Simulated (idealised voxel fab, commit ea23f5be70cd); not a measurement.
The following is a process module called voxel ribs on slabs.
We display cut, a cross-section 140 nm in width whose square cells are each 5 nm.
A cross-section in this document is a grid of square cells, and it is written down as bands, the top band listed before the ones below it; a band is made up of one or more rows of cells. Top height, bottom height, nm. Materials left to right, width each, nm. Single material + "full width" = fills band edge to edge. "empty" = empty. It should be noted that heights are counted from 0, beneath which the wafer as supplied is of one material throughout, and that the lowest band possesses no lower boundary but continues downward, as written in "0 -> down". The notation "30 to 40" denotes a width that varies across the rows of cells in the band, beginning at the first number in the top row, finishing at the second number in the bottom row, and changing by an identical amount from each row to the next. Any step labelled "stayed the same" changed none of the cells in the cross-section. Basically, "Trapped voids" tells you about the enclosed voids: empty spaces with no open way to the top, 8 cells or bigger, each written width x height at distance, where distance is from the left edge, all in nm. On each step's line, the part that comes after the settings is the simulator's own comment on the step. overlay nm: mask offset rightward from planned place, masked step; negative means leftward offset.
## This section lists the process steps that were planned
- 1: RECEIVE | material Si
- 2: DIRECTIONAL_DEP | material SiO2 | thk nm 30
- 3: DIRECTIONAL_DEP | material polySi | thk nm 15
- 4: DIRECTIONAL_DEP | material aC | thk nm 10
- 5: PATTERN | tone cover | mask id RIB | material resist | width nm 20 | thk nm 30 | overlay nm 0
- 6: DIRECTIONAL_ETCH | etch materials aC | depth nm 10
- 7: STRIP | etch materials resist
- 8: DIRECTIONAL_ETCH | etch materials polySi | depth nm 5
- 9: STRIP | etch materials aC
- 10: MASKED_ETCH | tone cover | mask id SLAB | width nm 60 | etch materials polySi | depth nm 10 | overlay nm 0
- 11: FILL_DEP | material SiO2 | thk nm 25
- 12: CMP | height nm 65
- 13: DIRECTIONAL_DEP | material TiN | thk nm 5
- 14: DIRECTIONAL_DEP | material aC | thk nm 15
- 15: PATTERN | tone cover | mask id HEATER | material resist | width nm 30 | thk nm 30 | overlay nm 0
- 16: DIRECTIONAL_ETCH | etch materials aC | depth nm 15
- 17: STRIP | etch materials resist
- 18: DIRECTIONAL_ETCH | etch materials TiN | depth nm 5
- 19: STRIP | etch materials aC
- 20: CONFORMAL_DEP | material SiO2 | thk nm 5
## Wafer as received: cross-section following step 1
> 0 -> down = Si full width
> Trapped voids: none
## Final wafer profile in cross-section after the module, from the same start and plan as above, with one mistake made during processing
> 75 -> 70 = empty 50 nm  SiO2 40 nm  empty 50 nm
> 70 -> 65 = SiO2 55 nm  TiN 30 nm  SiO2 55 nm
> 65 -> 45 = SiO2 full width
> 45 -> 30 = polySi full width
> 30 -> 0 = SiO2 full width
> 0 -> down = Si full width
> Trapped voids: none
Deviation from plan: step 4 changed vs plan, executed as DIRECTIONAL_DEP | material SiO2 | thk nm 10
